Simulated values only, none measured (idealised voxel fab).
voxel gate over fins: a process module
It is cross-section cut that appears here, measuring 280 nm in width, its square cells being 5 nm in size.
This document writes a cross-section as a grid whose cells are square, and gives it as bands, listed from the top down; one or more rows of cells form a band.
Heads up on the band format: heights come first, top then bottom, in nm. After that it's the materials left to right, each with its width in nm. A single material flagged "all across" fills the whole band edge to edge, and "air" means there's empty space there.
It should be noted that heights are counted from 0, beneath which the wafer as supplied is of one material throughout, and that the lowest band possesses no lower boundary but continues downward, as written in "0 nm and below".
The width entry "30..40" should be interpreted row by row: the top row of cells in the band takes the first number, the bottom row takes the second number, and the change between adjacent rows is uniform throughout.
The cross-section has no changed cell in any step marked "left unchanged".
This entry, "Internal closed voids", enumerates those empty regions of no fewer than 8 cells that possess no open connection to the top. Each region is reported in the form width x height at distance, the distance being taken from the left edge, with all three quantities expressed in nm.
What comes after the settings on a step's line is commentary from the simulator itself on that step.
overlay nm: right-of-plan distance of the mask on a masked step; negative values mean left-of-plan.
If you're wondering how to read the rest of this, here's the deal. It's pairs of cross-sections: one from before a process step, one from after it. The after one is only drawn as far down as the lowest band that changed. Right under each pair you'll see which step sits between them and what its settings were. Don't read the pairs as one continuous story, though. They can come from different runs of this module on the same starting wafer, and a pair only carries on from the one above it where its entry headed "Snapshot before" says so.

Snapshot before
- 15 nm to 10 nm = 30 of air, then 45 of TiAl, then 15 of air, then 45 of TiAl, then 15 of air, then 45 of TiAl, then 15 of air, then 45 of TiAl, then 25 of air
- 10 nm to 5 nm = 30 of air, then 5 of TiAl, then 35 of TiN, then 5 of TiAl, then 15 of air, then 5 of TiAl, then 35 of TiN, then 5 of TiAl, then 15 of air, then 5 of TiAl, then 35 of TiN, then 5 of TiAl, then 15 of air, then 5 of TiAl, then 35 of TiN, then 5 of TiAl, then 25 of air
- 5 nm to 0 nm = 30 of air, then 5 of TiAl, then 5 of TiN, then 25 of HfO2, then 5 of TiN, then 5 of TiAl, then 15 of air, then 5 of TiAl, then 5 of TiN, then 25 of HfO2, then 5 of TiN, then 5 of TiAl, then 15 of air, then 5 of TiAl, then 5 of TiN, then 25 of HfO2, then 5 of TiN, then 5 of TiAl, then 15 of air, then 5 of TiAl, then 5 of TiN, then 25 of HfO2, then 5 of TiN, then 5 of TiAl, then 25 of air
- 0 nm to -5 nm = 35 of TiAl, then 5 of TiN, then 5 of HfO2, then 15 of Si, then 5 of HfO2, then 5 of TiN, then 25 of TiAl, then 5 of TiN, then 5 of HfO2, then 15 of Si, then 5 of HfO2, then 5 of TiN, then 25 of TiAl, then 5 of TiN, then 5 of HfO2, then 15 of Si, then 5 of HfO2, then 5 of TiN, then 25 of TiAl, then 5 of TiN, then 5 of HfO2, then 15 of Si, then 5 of HfO2, then 5 of TiN, then 30 of TiAl
- -5 nm to -10 nm = 40 of TiN, then 5 of HfO2, then 15 of Si, then 5 of HfO2, then 35 of TiN, then 5 of HfO2, then 15 of Si, then 5 of HfO2, then 35 of TiN, then 5 of HfO2, then 15 of Si, then 5 of HfO2, then 35 of TiN, then 5 of HfO2, then 15 of Si, then 5 of HfO2, then 35 of TiN
- -10 nm to -15 nm = 45 of HfO2, then 15 of Si, then 45 of HfO2, then 15 of Si, then 45 of HfO2, then 15 of Si, then 45 of HfO2, then 15 of Si, then 40 of HfO2
- -15 nm to -20 nm = 45 of SiO2, then 15 of Si, then 45 of SiO2, then 15 of Si, then 45 of SiO2, then 15 of Si, then 45 of SiO2, then 15 of Si, then 40 of SiO2
- -20 nm to -25 nm = 45 of SiO2, then 15 of Si, then 10 of SiO2, then 5 of TiN, then 5 of W, then 5 of TiN, then 20 of SiO2, then 15 of Si, then 45 of SiO2, then 15 of Si, then 45 of SiO2, then 15 of Si, then 40 of SiO2
- -25 nm to -30 nm = 45 of SiO2, then 15 of Si, then 10 of SiO2, then 15 of TiN, then 20 of SiO2, then 15 of Si, then 45 of SiO2, then 15 of Si, then 45 of SiO2, then 15 of Si, then 40 of SiO2
- -30 nm to -35 nm = 45 of SiO2, then 15 of Si, then 45 of SiO2, then 15 of Si, then 45 of SiO2, then 15 of Si, then 45 of SiO2, then 15 of Si, then 40 of SiO2
- -35 nm and below = Si all across
- Internal closed voids: none

Post-Step Appearance
- 20 nm to 15 nm = 25 of air, then 55 of TiN, then 5 of air, then 55 of TiN, then 5 of air, then 55 of TiN, then 5 of air, then 55 of TiN, then 20 of air
- 15 nm to 10 nm = 25 of air, then 5 of TiN, then 45 of TiAl, then 5 of TiN, then 5 of air, then 5 of TiN, then 45 of TiAl, then 5 of TiN, then 5 of air, then 5 of TiN, then 45 of TiAl, then 5 of TiN, then 5 of air, then 5 of TiN, then 45 of TiAl, then 5 of TiN, then 20 of air
- 10 nm to 5 nm = 25 of air, then 5 of TiN, then 5 of TiAl, then 35 of TiN, then 5 of TiAl, then 5 of TiN, then 5 of air, then 5 of TiN, then 5 of TiAl, then 35 of TiN, then 5 of TiAl, then 5 of TiN, then 5 of air, then 5 of TiN, then 5 of TiAl, then 35 of TiN, then 5 of TiAl, then 5 of TiN, then 5 of air, then 5 of TiN, then 5 of TiAl, then 35 of TiN, then 5 of TiAl, then 5 of TiN, then 20 of air
- 5 nm to 0 nm = 30 of TiN, then 5 of TiAl, then 5 of TiN, then 25 of HfO2, then 5 of TiN, then 5 of TiAl, then 15 of TiN, then 5 of TiAl, then 5 of TiN, then 25 of HfO2, then 5 of TiN, then 5 of TiAl, then 15 of TiN, then 5 of TiAl, then 5 of TiN, then 25 of HfO2, then 5 of TiN, then 5 of TiAl, then 15 of TiN, then 5 of TiAl, then 5 of TiN, then 25 of HfO2, then 5 of TiN, then 5 of TiAl, then 25 of TiN
- Below 0, the layers are the same as they were.
- Internal closed voids: none
For reference, the processing step occurring between the two cross-sections presented above is as follows: CONFORMAL_DEP,material TiN,thk nm 5

Snapshot before: after-state, pair directly above.

Post-Step Appearance
- 30 nm to 20 nm = W all across
- 20 nm to 15 nm = 25 of W, then 55 of TiN, then 5 of W, then 55 of TiN, then 5 of W, then 55 of TiN, then 5 of W, then 55 of TiN, then 20 of W
- 15 nm to 10 nm = 25 of W, then 5 of TiN, then 45 of TiAl, then 5 of TiN, then 5 of W, then 5 of TiN, then 45 of TiAl, then 5 of TiN, then 5 of W, then 5 of TiN, then 45 of TiAl, then 5 of TiN, then 5 of W, then 5 of TiN, then 45 of TiAl, then 5 of TiN, then 20 of W
- 10 nm to 5 nm = 25 of W, then 5 of TiN, then 5 of TiAl, then 35 of TiN, then 5 of TiAl, then 5 of TiN, then 5 of W, then 5 of TiN, then 5 of TiAl, then 35 of TiN, then 5 of TiAl, then 5 of TiN, then 5 of W, then 5 of TiN, then 5 of TiAl, then 35 of TiN, then 5 of TiAl, then 5 of TiN, then 5 of W, then 5 of TiN, then 5 of TiAl, then 35 of TiN, then 5 of TiAl, then 5 of TiN, then 20 of W
- Below 5, the layers are the same as they were.
- Internal closed voids: none
For reference, the processing step occurring between the two cross-sections presented above is as follows: FILL_DEP,material W,thk nm 10

Snapshot before: after-state, pair directly above.

Post-Step Appearance
- 25 nm to 20 nm = W all across
- Below 20, the layers are the same as they were.
- Internal closed voids: none
For reference, the processing step occurring between the two cross-sections presented above is as follows: CMP,height nm 25

Snapshot before: after-state, pair directly above.

Post-Step Appearance
- 35 nm to 25 nm = SiCN all across
- Below 25, the layers are the same as they were.
- Internal closed voids: none
For reference, the processing step occurring between the two cross-sections presented above is as follows: CONFORMAL_DEP,material SiCN,thk nm 10

Snapshot before
- 20 nm to 15 nm = 20 of air, then 55 of TiN, then 5 of air, then 55 of TiN, then 5 of air, then 55 of TiN, then 5 of air, then 55 of TiN, then 25 of air
- 15 nm to 10 nm = 20 of air, then 5 of TiN, then 45 of TiAl, then 5 of TiN, then 5 of air, then 5 of TiN, then 45 of TiAl, then 5 of TiN, then 5 of air, then 5 of TiN, then 45 of TiAl, then 5 of TiN, then 5 of air, then 5 of TiN, then 45 of TiAl, then 5 of TiN, then 25 of air
- 10 nm to 5 nm = 20 of air, then 5 of TiN, then 5 of TiAl, then 35 of TiN, then 5 of TiAl, then 5 of TiN, then 5 of air, then 5 of TiN, then 5 of TiAl, then 35 of TiN, then 5 of TiAl, then 5 of TiN, then 5 of air, then 5 of TiN, then 5 of TiAl, then 35 of TiN, then 5 of TiAl, then 5 of TiN, then 5 of air, then 5 of TiN, then 5 of TiAl, then 35 of TiN, then 5 of TiAl, then 5 of TiN, then 25 of air
- 5 nm to 0 nm = 25 of TiN, then 5 of TiAl, then 5 of TiN, then 25 of HfO2, then 5 of TiN, then 5 of TiAl, then 15 of TiN, then 5 of TiAl, then 5 of TiN, then 25 of HfO2, then 5 of TiN, then 5 of TiAl, then 15 of TiN, then 5 of TiAl, then 5 of TiN, then 25 of HfO2, then 5 of TiN, then 5 of TiAl, then 15 of TiN, then 5 of TiAl, then 5 of TiN, then 25 of HfO2, then 5 of TiN, then 5 of TiAl, then 30 of TiN
- 0 nm to -5 nm = 30 of TiAl, then 5 of TiN, then 5 of HfO2, then 15 of Si, then 5 of HfO2, then 5 of TiN, then 25 of TiAl, then 5 of TiN, then 5 of HfO2, then 15 of Si, then 5 of HfO2, then 5 of TiN, then 25 of TiAl, then 5 of TiN, then 5 of HfO2, then 15 of Si, then 5 of HfO2, then 5 of TiN, then 25 of TiAl, then 5 of TiN, then 5 of HfO2, then 15 of Si, then 5 of HfO2, then 5 of TiN, then 35 of TiAl
- -5 nm to -10 nm = 35 of TiN, then 5 of HfO2, then 15 of Si, then 5 of HfO2, then 35 of TiN, then 5 of HfO2, then 15 of Si, then 5 of HfO2, then 35 of TiN, then 5 of HfO2, then 15 of Si, then 5 of HfO2, then 35 of TiN, then 5 of HfO2, then 15 of Si, then 5 of HfO2, then 40 of TiN
- -10 nm to -15 nm = 40 of HfO2, then 15 of Si, then 45 of HfO2, then 15 of Si, then 45 of HfO2, then 15 of Si, then 45 of HfO2, then 15 of Si, then 45 of HfO2
- -15 nm to -20 nm = 40 of SiO2, then 15 of Si, then 45 of SiO2, then 15 of Si, then 45 of SiO2, then 15 of Si, then 45 of SiO2, then 15 of Si, then 45 of SiO2
- -20 nm to -25 nm = 40 of SiO2, then 15 of Si, then 15 of SiO2, then 5 of TiN, then 5 of W, then 5 of TiN, then 15 of SiO2, then 15 of Si, then 45 of SiO2, then 15 of Si, then 45 of SiO2, then 15 of Si, then 45 of SiO2
- -25 nm to -30 nm = 40 of SiO2, then 15 of Si, then 15 of SiO2, then 15 of TiN, then 15 of SiO2, then 15 of Si, then 45 of SiO2, then 15 of Si, then 45 of SiO2, then 15 of Si, then 45 of SiO2
- -30 nm to -35 nm = 40 of SiO2, then 15 of Si, then 45 of SiO2, then 15 of Si, then 45 of SiO2, then 15 of Si, then 45 of SiO2, then 15 of Si, then 45 of SiO2
- -35 nm and below = Si all across
- Internal closed voids: none

Post-Step Appearance
- 30 nm to 15 nm = TiN all across
- 15 nm to 10 nm = 25 of TiN, then 45 of TiAl, then 15 of TiN, then 45 of TiAl, then 15 of TiN, then 45 of TiAl, then 15 of TiN, then 45 of TiAl, then 30 of TiN
- 10 nm to 5 nm = 25 of TiN, then 5 of TiAl, then 35 of TiN, then 5 of TiAl, then 15 of TiN, then 5 of TiAl, then 35 of TiN, then 5 of TiAl, then 15 of TiN, then 5 of TiAl, then 35 of TiN, then 5 of TiAl, then 15 of TiN, then 5 of TiAl, then 35 of TiN, then 5 of TiAl, then 30 of TiN
- Below 5, the layers are the same as they were.
- Internal closed voids: none
For reference, the processing step occurring between the two cross-sections presented above is as follows: FILL_DEP,material TiN,thk nm 10

Snapshot before: after-state, pair directly above.

Post-Step Appearance
- 25 nm to 15 nm = TiN all across
- Below 15, the layers are the same as they were.
- Internal closed voids: none
For reference, the processing step occurring between the two cross-sections presented above is as follows: CMP,height nm 25

Snapshot before: after-state, pair directly above.

Post-Step Appearance
- 35 nm to 25 nm = SiCN all across
- Below 25, the layers are the same as they were.
- Internal closed voids: none
For reference, the processing step occurring between the two cross-sections presented above is as follows: CONFORMAL_DEP,material SiCN,thk nm 10

Snapshot before
- 20 nm to 10 nm = aC all across
- 10 nm to 0 nm = 40 of SiO2, then 15 of SiN, then 45 of SiO2, then 15 of SiN, then 45 of SiO2, then 15 of SiN, then 45 of SiO2, then 15 of SiN, then 45 of SiO2
- 0 nm to -35 nm = 40 of SiO2, then 15 of Si, then 45 of SiO2, then 15 of Si, then 45 of SiO2, then 15 of Si, then 45 of SiO2, then 15 of Si, then 45 of SiO2
- -35 nm and below = Si all across
- Internal closed voids: none

Post-Step Appearance
- 45 nm to 20 nm = 70 of air, then 15 of resist, then 195 of air
- Below 20, the layers are the same as they were.
- Internal closed voids: none
For reference, the processing step occurring between the two cross-sections presented above is as follows: PATTERN,tone cover,mask id RAIL,material resist,width nm 15,thk nm 25,overlay nm 0

Snapshot before: after-state, pair directly above.

Post-Step Appearance
- 35 nm to 20 nm = 70 of air, then 15 of resist, then 195 of air
- 20 nm to 10 nm = 70 of air, then 15 of aC, then 195 of air
- Below 10, the layers are the same as they were.
- Internal closed voids: none
For reference, the processing step occurring between the two cross-sections presented above is as follows: DIRECTIONAL_ETCH,etch materials aC,depth nm 10

Snapshot before: after-state, pair directly above.

Post-Step Appearance
- 20 nm to 10 nm = 70 of air, then 15 of aC, then 195 of air
- Below 10, the layers are the same as they were.
- Internal closed voids: none
For reference, the processing step occurring between the two cross-sections presented above is as follows: STRIP,etch materials resist

Snapshot before: after-state, pair directly above.

Post-Step Appearance
- 20 nm to 10 nm = 70 of air, then 15 of aC, then 195 of air
- 10 nm to 0 nm = 40 of air, then 15 of SiN, then 15 of air, then 15 of SiO2, then 15 of air, then 15 of SiN, then 45 of air, then 15 of SiN, then 45 of air, then 15 of SiN, then 45 of air
- 0 nm to -30 nm = 40 of air, then 15 of Si, then 15 of air, then 15 of SiO2, then 15 of air, then 15 of Si, then 45 of air, then 15 of Si, then 45 of air, then 15 of Si, then 45 of air
- Below -30, the layers are the same as they were.
- Internal closed voids: none
For reference, the processing step occurring between the two cross-sections presented above is as follows: DIRECTIONAL_ETCH,etch materials SiO2,depth nm 40

Snapshot before: after-state, pair directly above.

Post-Step Appearance
- 10 nm to 0 nm = 40 of air, then 15 of SiN, then 15 of air, then 15 of SiO2, then 15 of air, then 15 of SiN, then 45 of air, then 15 of SiN, then 45 of air, then 15 of SiN, then 45 of air
- Below 0, the layers are the same as they were.
- Internal closed voids: none
For reference, the processing step occurring between the two cross-sections presented above is as follows: STRIP,etch materials aC

Snapshot before: after-state, pair directly above.

Post-Step Appearance
- 15 nm to 10 nm = 35 of air, then 25 of TiN, then 5 of air, then 25 of TiN, then 5 of air, then 25 of TiN, then 35 of air, then 25 of TiN, then 35 of air, then 25 of TiN, then 40 of air
- 10 nm to 0 nm = 35 of air, then 5 of TiN, then 15 of SiN, then 5 of TiN, then 5 of air, then 5 of TiN, then 15 of SiO2, then 5 of TiN, then 5 of air, then 5 of TiN, then 15 of SiN, then 5 of TiN, then 35 of air, then 5 of TiN, then 15 of SiN, then 5 of TiN, then 35 of air, then 5 of TiN, then 15 of SiN, then 5 of TiN, then 40 of air
- 0 nm to -25 nm = 35 of air, then 5 of TiN, then 15 of Si, then 5 of TiN, then 5 of air, then 5 of TiN, then 15 of SiO2, then 5 of TiN, then 5 of air, then 5 of TiN, then 15 of Si, then 5 of TiN, then 35 of air, then 5 of TiN, then 15 of Si, then 5 of TiN, then 35 of air, then 5 of TiN, then 15 of Si, then 5 of TiN, then 40 of air
- -25 nm to -30 nm = 40 of TiN, then 15 of Si, then 15 of TiN, then 15 of SiO2, then 15 of TiN, then 15 of Si, then 45 of TiN, then 15 of Si, then 45 of TiN, then 15 of Si, then 45 of TiN
- Below -30, the layers are the same as they were.
- Internal closed voids: none
For reference, the processing step occurring between the two cross-sections presented above is as follows: CONFORMAL_DEP,material TiN,thk nm 5

Snapshot before: after-state, pair directly above.

Post-Step Appearance
- 20 nm to 15 nm = W all across
- 15 nm to 10 nm = 35 of W, then 25 of TiN, then 5 of W, then 25 of TiN, then 5 of W, then 25 of TiN, then 35 of W, then 25 of TiN, then 35 of W, then 25 of TiN, then 40 of W
- 10 nm to 0 nm = 35 of W, then 5 of TiN, then 15 of SiN, then 5 of TiN, then 5 of W, then 5 of TiN, then 15 of SiO2, then 5 of TiN, then 5 of W, then 5 of TiN, then 15 of SiN, then 5 of TiN, then 35 of W, then 5 of TiN, then 15 of SiN, then 5 of TiN, then 35 of W, then 5 of TiN, then 15 of SiN, then 5 of TiN, then 40 of W
- 0 nm to -25 nm = 35 of W, then 5 of TiN, then 15 of Si, then 5 of TiN, then 5 of W, then 5 of TiN, then 15 of SiO2, then 5 of TiN, then 5 of W, then 5 of TiN, then 15 of Si, then 5 of TiN, then 35 of W, then 5 of TiN, then 15 of Si, then 5 of TiN, then 35 of W, then 5 of TiN, then 15 of Si, then 5 of TiN, then 40 of W
- Below -25, the layers are the same as they were.
- Internal closed voids: none
For reference, the processing step occurring between the two cross-sections presented above is as follows: FILL_DEP,material W,thk nm 5

Snapshot before: after-state, pair directly above.

Post-Step Appearance
- 10 nm to 0 nm = 35 of W, then 5 of TiN, then 15 of SiN, then 5 of TiN, then 5 of W, then 5 of TiN, then 15 of SiO2, then 5 of TiN, then 5 of W, then 5 of TiN, then 15 of SiN, then 5 of TiN, then 35 of W, then 5 of TiN, then 15 of SiN, then 5 of TiN, then 35 of W, then 5 of TiN, then 15 of SiN, then 5 of TiN, then 40 of W
- Below 0, the layers are the same as they were.
- Internal closed voids: none
For reference, the processing step occurring between the two cross-sections presented above is as follows: CMP,height nm 10

Snapshot before: after-state, pair directly above.

Post-Step Appearance
- 10 nm to 0 nm = 40 of air, then 15 of SiN, then 15 of air, then 15 of SiO2, then 15 of air, then 15 of SiN, then 45 of air, then 15 of SiN, then 45 of air, then 15 of SiN, then 45 of air
- 0 nm to -20 nm = 40 of air, then 15 of Si, then 15 of air, then 15 of SiO2, then 15 of air, then 15 of Si, then 45 of air, then 15 of Si, then 45 of air, then 15 of Si, then 45 of air
- Below -20, the layers are the same as they were.
- Internal closed voids: none
For reference, the processing step occurring between the two cross-sections presented above is as follows: SELECTIVE_ETCH,etch materials W Ru TiN,depth nm 30

Snapshot before: after-state, pair directly above.

Post-Step Appearance
- 15 nm to 10 nm = SiO2 all across
- 10 nm to 0 nm = 40 of SiO2, then 15 of SiN, then 45 of SiO2, then 15 of SiN, then 45 of SiO2, then 15 of SiN, then 45 of SiO2, then 15 of SiN, then 45 of SiO2
- 0 nm to -20 nm = 40 of SiO2, then 15 of Si, then 45 of SiO2, then 15 of Si, then 45 of SiO2, then 15 of Si, then 45 of SiO2, then 15 of Si, then 45 of SiO2
- Below -20, the layers are the same as they were.
- Internal closed voids: none
For reference, the processing step occurring between the two cross-sections presented above is as follows: FILL_DEP,material SiO2,thk nm 5

Snapshot before: after-state, pair directly above.

Post-Step Appearance
- 10 nm to 0 nm = 40 of SiO2, then 15 of SiN, then 45 of SiO2, then 15 of SiN, then 45 of SiO2, then 15 of SiN, then 45 of SiO2, then 15 of SiN, then 45 of SiO2
- Below 0, the layers are the same as they were.
- Internal closed voids: none
For reference, the processing step occurring between the two cross-sections presented above is as follows: CMP,height nm 10

Snapshot before: after-state, pair directly above.

Post-Step Appearance
- 10 nm to 0 nm = 40 of air, then 15 of SiN, then 45 of air, then 15 of SiN, then 45 of air, then 15 of SiN, then 45 of air, then 15 of SiN, then 45 of air
- 0 nm to -15 nm = 40 of air, then 15 of Si, then 45 of air, then 15 of Si, then 45 of air, then 15 of Si, then 45 of air, then 15 of Si, then 45 of air
- Below -15, the layers are the same as they were.
- Internal closed voids: none
For reference, the processing step occurring between the two cross-sections presented above is as follows: SELECTIVE_ETCH,etch materials SiO2,depth nm 25

Snapshot before: after-state, pair directly above.

Post-Step Appearance
- 0 nm to -15 nm = 40 of air, then 15 of Si, then 45 of air, then 15 of Si, then 45 of air, then 15 of Si, then 45 of air, then 15 of Si, then 45 of air
- Below -15, the layers are the same as they were.
- Internal closed voids: none
For reference, the processing step occurring between the two cross-sections presented above is as follows: STRIP,etch materials SiN

Snapshot before: after-state, pair directly above.

Post-Step Appearance
- 5 nm to 0 nm = 35 of air, then 25 of HfO2, then 35 of air, then 25 of HfO2, then 35 of air, then 25 of HfO2, then 35 of air, then 25 of HfO2, then 40 of air
- 0 nm to -10 nm = 35 of air, then 5 of HfO2, then 15 of Si, then 5 of HfO2, then 35 of air, then 5 of HfO2, then 15 of Si, then 5 of HfO2, then 35 of air, then 5 of HfO2, then 15 of Si, then 5 of HfO2, then 35 of air, then 5 of HfO2, then 15 of Si, then 5 of HfO2, then 40 of air
- -10 nm to -15 nm = 40 of HfO2, then 15 of Si, then 45 of HfO2, then 15 of Si, then 45 of HfO2, then 15 of Si, then 45 of HfO2, then 15 of Si, then 45 of HfO2
- Below -15, the layers are the same as they were.
- Internal closed voids: none
For reference, the processing step occurring between the two cross-sections presented above is as follows: CONFORMAL_DEP,material HfO2,thk nm 5

Snapshot before: after-state, pair directly above.

Post-Step Appearance
- 10 nm to 5 nm = 30 of air, then 35 of TiN, then 25 of air, then 35 of TiN, then 25 of air, then 35 of TiN, then 25 of air, then 35 of TiN, then 35 of air
- 5 nm to 0 nm = 30 of air, then 5 of TiN, then 25 of HfO2, then 5 of TiN, then 25 of air, then 5 of TiN, then 25 of HfO2, then 5 of TiN, then 25 of air, then 5 of TiN, then 25 of HfO2, then 5 of TiN, then 25 of air, then 5 of TiN, then 25 of HfO2, then 5 of TiN, then 35 of air
- 0 nm to -5 nm = 30 of air, then 5 of TiN, then 5 of HfO2, then 15 of Si, then 5 of HfO2, then 5 of TiN, then 25 of air, then 5 of TiN, then 5 of HfO2, then 15 of Si, then 5 of HfO2, then 5 of TiN, then 25 of air, then 5 of TiN, then 5 of HfO2, then 15 of Si, then 5 of HfO2, then 5 of TiN, then 25 of air, then 5 of TiN, then 5 of HfO2, then 15 of Si, then 5 of HfO2, then 5 of TiN, then 35 of air
- -5 nm to -10 nm = 35 of TiN, then 5 of HfO2, then 15 of Si, then 5 of HfO2, then 35 of TiN, then 5 of HfO2, then 15 of Si, then 5 of HfO2, then 35 of TiN, then 5 of HfO2, then 15 of Si, then 5 of HfO2, then 35 of TiN, then 5 of HfO2, then 15 of Si, then 5 of HfO2, then 40 of TiN
- Below -10, the layers are the same as they were.
- Internal closed voids: none
For reference, the processing step occurring between the two cross-sections presented above is as follows: CONFORMAL_DEP,material TiN,thk nm 5

Snapshot before: after-state, pair directly above.

Post-Step Appearance
- 15 nm to 10 nm = 25 of air, then 45 of TiAl, then 15 of air, then 45 of TiAl, then 15 of air, then 45 of TiAl, then 15 of air, then 45 of TiAl, then 30 of air
- 10 nm to 5 nm = 25 of air, then 5 of TiAl, then 35 of TiN, then 5 of TiAl, then 15 of air, then 5 of TiAl, then 35 of TiN, then 5 of TiAl, then 15 of air, then 5 of TiAl, then 35 of TiN, then 5 of TiAl, then 15 of air, then 5 of TiAl, then 35 of TiN, then 5 of TiAl, then 30 of air
- 5 nm to 0 nm = 25 of air, then 5 of TiAl, then 5 of TiN, then 25 of HfO2, then 5 of TiN, then 5 of TiAl, then 15 of air, then 5 of TiAl, then 5 of TiN, then 25 of HfO2, then 5 of TiN, then 5 of TiAl, then 15 of air, then 5 of TiAl, then 5 of TiN, then 25 of HfO2, then 5 of TiN, then 5 of TiAl, then 15 of air, then 5 of TiAl, then 5 of TiN, then 25 of HfO2, then 5 of TiN, then 5 of TiAl, then 30 of air
- 0 nm to -5 nm = 30 of TiAl, then 5 of TiN, then 5 of HfO2, then 15 of Si, then 5 of HfO2, then 5 of TiN, then 25 of TiAl, then 5 of TiN, then 5 of HfO2, then 15 of Si, then 5 of HfO2, then 5 of TiN, then 25 of TiAl, then 5 of TiN, then 5 of HfO2, then 15 of Si, then 5 of HfO2, then 5 of TiN, then 25 of TiAl, then 5 of TiN, then 5 of HfO2, then 15 of Si, then 5 of HfO2, then 5 of TiN, then 35 of TiAl
- Below -5, the layers are the same as they were.
- Internal closed voids: none
For reference, the processing step occurring between the two cross-sections presented above is as follows: CONFORMAL_DEP,material TiAl,thk nm 5

Snapshot before: after-state, pair directly above.

Post-Step Appearance
- 20 nm to 15 nm = 20 of air, then 55 of TiN, then 5 of air, then 55 of TiN, then 5 of air, then 55 of TiN, then 5 of air, then 55 of TiN, then 25 of air
- 15 nm to 10 nm = 20 of air, then 5 of TiN, then 45 of TiAl, then 5 of TiN, then 5 of air, then 5 of TiN, then 45 of TiAl, then 5 of TiN, then 5 of air, then 5 of TiN, then 45 of TiAl, then 5 of TiN, then 5 of air, then 5 of TiN, then 45 of TiAl, then 5 of TiN, then 25 of air
- 10 nm to 5 nm = 20 of air, then 5 of TiN, then 5 of TiAl, then 35 of TiN, then 5 of TiAl, then 5 of TiN, then 5 of air, then 5 of TiN, then 5 of TiAl, then 35 of TiN, then 5 of TiAl, then 5 of TiN, then 5 of air, then 5 of TiN, then 5 of TiAl, then 35 of TiN, then 5 of TiAl, then 5 of TiN, then 5 of air, then 5 of TiN, then 5 of TiAl, then 35 of TiN, then 5 of TiAl, then 5 of TiN, then 25 of air
- 5 nm to 0 nm = 25 of TiN, then 5 of TiAl, then 5 of TiN, then 25 of HfO2, then 5 of TiN, then 5 of TiAl, then 15 of TiN, then 5 of TiAl, then 5 of TiN, then 25 of HfO2, then 5 of TiN, then 5 of TiAl, then 15 of TiN, then 5 of TiAl, then 5 of TiN, then 25 of HfO2, then 5 of TiN, then 5 of TiAl, then 15 of TiN, then 5 of TiAl, then 5 of TiN, then 25 of HfO2, then 5 of TiN, then 5 of TiAl, then 30 of TiN
- Below 0, the layers are the same as they were.
- Internal closed voids: none
For reference, the processing step occurring between the two cross-sections presented above is as follows: CONFORMAL_DEP,material TiN,thk nm 5

Snapshot before: after-state, pair directly above.

Post-Step Appearance
- 30 nm to 20 nm = W all across
- 20 nm to 15 nm = 20 of W, then 55 of TiN, then 5 of W, then 55 of TiN, then 5 of W, then 55 of TiN, then 5 of W, then 55 of TiN, then 25 of W
- 15 nm to 10 nm = 20 of W, then 5 of TiN, then 45 of TiAl, then 5 of TiN, then 5 of W, then 5 of TiN, then 45 of TiAl, then 5 of TiN, then 5 of W, then 5 of TiN, then 45 of TiAl, then 5 of TiN, then 5 of W, then 5 of TiN, then 45 of TiAl, then 5 of TiN, then 25 of W
- 10 nm to 5 nm = 20 of W, then 5 of TiN, then 5 of TiAl, then 35 of TiN, then 5 of TiAl, then 5 of TiN, then 5 of W, then 5 of TiN, then 5 of TiAl, then 35 of TiN, then 5 of TiAl, then 5 of TiN, then 5 of W, then 5 of TiN, then 5 of TiAl, then 35 of TiN, then 5 of TiAl, then 5 of TiN, then 5 of W, then 5 of TiN, then 5 of TiAl, then 35 of TiN, then 5 of TiAl, then 5 of TiN, then 25 of W
- Below 5, the layers are the same as they were.
- Internal closed voids: none
For reference, the processing step occurring between the two cross-sections presented above is as follows: FILL_DEP,material W,thk nm 10

Snapshot before: after-state, pair directly above.

Post-Step Appearance
- 25 nm to 20 nm = W all across
- Below 20, the layers are the same as they were.
- Internal closed voids: none
For reference, the processing step occurring between the two cross-sections presented above is as follows: CMP,height nm 25

Snapshot before: after-state, pair directly above.

Post-Step Appearance
- 35 nm to 25 nm = SiCN all across
- Below 25, the layers are the same as they were.
- Internal closed voids: none
For reference, the processing step occurring between the two cross-sections presented above is as follows: CONFORMAL_DEP,material SiCN,thk nm 10
